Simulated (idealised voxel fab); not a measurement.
The name of this process module is voxel ribs on slabs.
Shown is cross-section cut, with a width of 145 nm and square cells of size 5 nm.
A cross-section is written here as square cells arranged in a grid, and it is given in bands from the top down, each band taking up one or more rows of cells. For a band, the entry starts with two heights in nm, that of the top and then that of the bottom, and carries on with the band's materials in order from left to right, each alongside its width in nm; the word "full width" beside a single material means it fills the band edge to edge, and "air" means empty space. Zero point of the height axis is 0; under it, received wafer = one material. Lowest band: continues down indefinitely, "0 down". You'd read "30..40" like this: the band's top row of cells is as wide as the first number, its bottom row is as wide as the second, and going down, every row changes width by the same amount as the row before did. "no modifications" -> step changed no cross-section cell. Voids not open to the top, 8 cells minimum: see "Sealed-off cavities". Written width x height at distance; distance is from the left edge; nm. Post-settings text on a step line: simulator's own remark regarding the step. A step's line can hold "overlay nm"; with a mask on that step, the setting says how far right of the planned place the mask lay, while a negative setting says it lay to the left.

[These are the steps we planned for the process]
step 1: RECEIVE, material Si
step 2: DIRECTIONAL_DEP, material SiO2, thk nm 25
step 3: DIRECTIONAL_DEP, material SiN, thk nm 15
step 4: PATTERN, tone cover, mask id RIB, material resist, width nm 25, thk nm 20, overlay nm 0
step 5: DIRECTIONAL_ETCH, etch materials SiN, depth nm 5
step 6: STRIP, etch materials resist
step 7: PATTERN, tone cover, mask id SLAB, material resist, width nm 85, thk nm 15, overlay nm -15
step 8: DIRECTIONAL_ETCH, etch materials SiN, depth nm 10
step 9: STRIP, etch materials resist
step 10: FILL_DEP, material SiO2, thk nm 15
step 11: CMP, height nm 50
step 12: DIRECTIONAL_DEP, material W, thk nm 10
step 13: PATTERN, tone cover, mask id HEATER, material resist, width nm 35, thk nm 20, overlay nm 0
step 14: DIRECTIONAL_ETCH, etch materials W, depth nm 10
step 15: STRIP, etch materials resist
step 16: CONFORMAL_DEP, material SiO2, thk nm 5
It is noted that the wafers described herein are identical at the outset and are distinguished by the overlay nm of step 7; the value stated in the plan corresponds to the first wafer.

[Received condition of the first of several wafers, sectioned: post-step 1]
> 0 down = Si full width
> Sealed-off cavities: none

[Below: a row per wafer. Contents at end of module: for every material, cells gained since receipt (+) or lost since receipt (-); then closed voids]
overlay nm -15, +39 SiN, +284 SiO2, +14 W, Sealed-off cavities: none
overlay nm -10, +39 SiN, +284 SiO2, +14 W, Sealed-off cavities: none
overlay nm -5, +39 SiN, +284 SiO2, +14 W, Sealed-off cavities: none
overlay nm 0, +39 SiN, +284 SiO2, +14 W, Sealed-off cavities: none
overlay nm 5, +39 SiN, +284 SiO2, +14 W, Sealed-off cavities: none
overlay nm 10, +39 SiN, +284 SiO2, +14 W, Sealed-off cavities: none
overlay nm 15, +39 SiN, +284 SiO2, +14 W, Sealed-off cavities: none
